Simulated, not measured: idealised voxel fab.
The process module presented herein is designated voxel lift off.
Pictured: cross-section cut, 165 nm wide, on a grid of 5 nm square cells.
How to read a cross-section here: the picture is a grid of square cells, written as bands going from the top down, and any band can span one or more rows of cells. Each band's line starts with the height of the band's top and of its bottom, in nm. Then come its materials from left to right, each with its width in nm. One material with "throughout" fills the band from edge to edge. "empty" is empty space. Height is counted from the level 0, under which the received wafer is composed throughout of one material. The lowest of the bands is not closed at the bottom but continues downward, in the notation "0 nm and below". With a width like "30..40", each row of cells in the band differs from the next by the same amount, the top row carrying the first number and the bottom row the second. "no change occurred" (step): cross-section cells unchanged, all of them. "Sealed internal cavities" contains a list of empty spaces, each no smaller than 8 cells and without an open way to the top, written in the form width x height at distance with the distance from the left edge and all three in nm. Read whatever lies past the settings on a step's line as the simulator's own remark about the step. "overlay nm" answers the question of how far to the right of plan the mask lay on a step that has a mask, and when it is negative the answer is to the left.
Here's what the planned process steps look like
1,RECEIVE [material Si]
2,CONFORMAL_DEP [material SiO2] [thk nm 15]
3,PATTERN [tone open] [mask id LINES] [material resist] [width nm 20] [pitch nm 35] [thk nm 25] [overlay nm 0]
4,DIRECTIONAL_DEP [material Ru] [thk nm 15]
5,STRIP [etch materials resist]
6,CONFORMAL_DEP [material SiN] [thk nm 10]
Incoming wafer in cross-section (state: after step 1)
  0 nm and below: Si throughout
  Sealed internal cavities: none
Sectioned view, first of two wafers, at the close of the module, processed as intended in the plan
  40 nm to 30 nm: empty 25 | SiN 110 | empty 30
  30 nm to 25 nm: empty 25 | SiN 10 | Ru 20 | SiN 15 | Ru 20 | SiN 15 | Ru 20 | SiN 10 | empty 30
  25 nm to 15 nm: SiN 35 | Ru 20 | SiN 15 | Ru 20 | SiN 15 | Ru 20 | SiN 40
  15 nm to 0 nm: SiO2 throughout
  0 nm and below: Si throughout
  Sealed internal cavities: none
This cross-section belongs to the second wafer of two at the end of the module; the start and the plan were shared with the first, and the run included one mistake
  55 nm to 45 nm: empty 25 | SiN 110 | empty 30
  45 nm to 40 nm: empty 25 | SiN 10 | Ru 20 | SiN 15 | Ru 20 | SiN 15 | Ru 20 | SiN 10 | empty 30
  40 nm to 30 nm: SiN 35 | Ru 20 | SiN 15 | Ru 20 | SiN 15 | Ru 20 | SiN 40
  30 nm to 0 nm: SiO2 throughout
  0 nm and below: Si throughout
  Sealed internal cavities: none
Run error: step 2 was run twice
Per the end-of-run cell counts, the second wafer holds more or fewer of some materials than the first: 99 more of SiO2
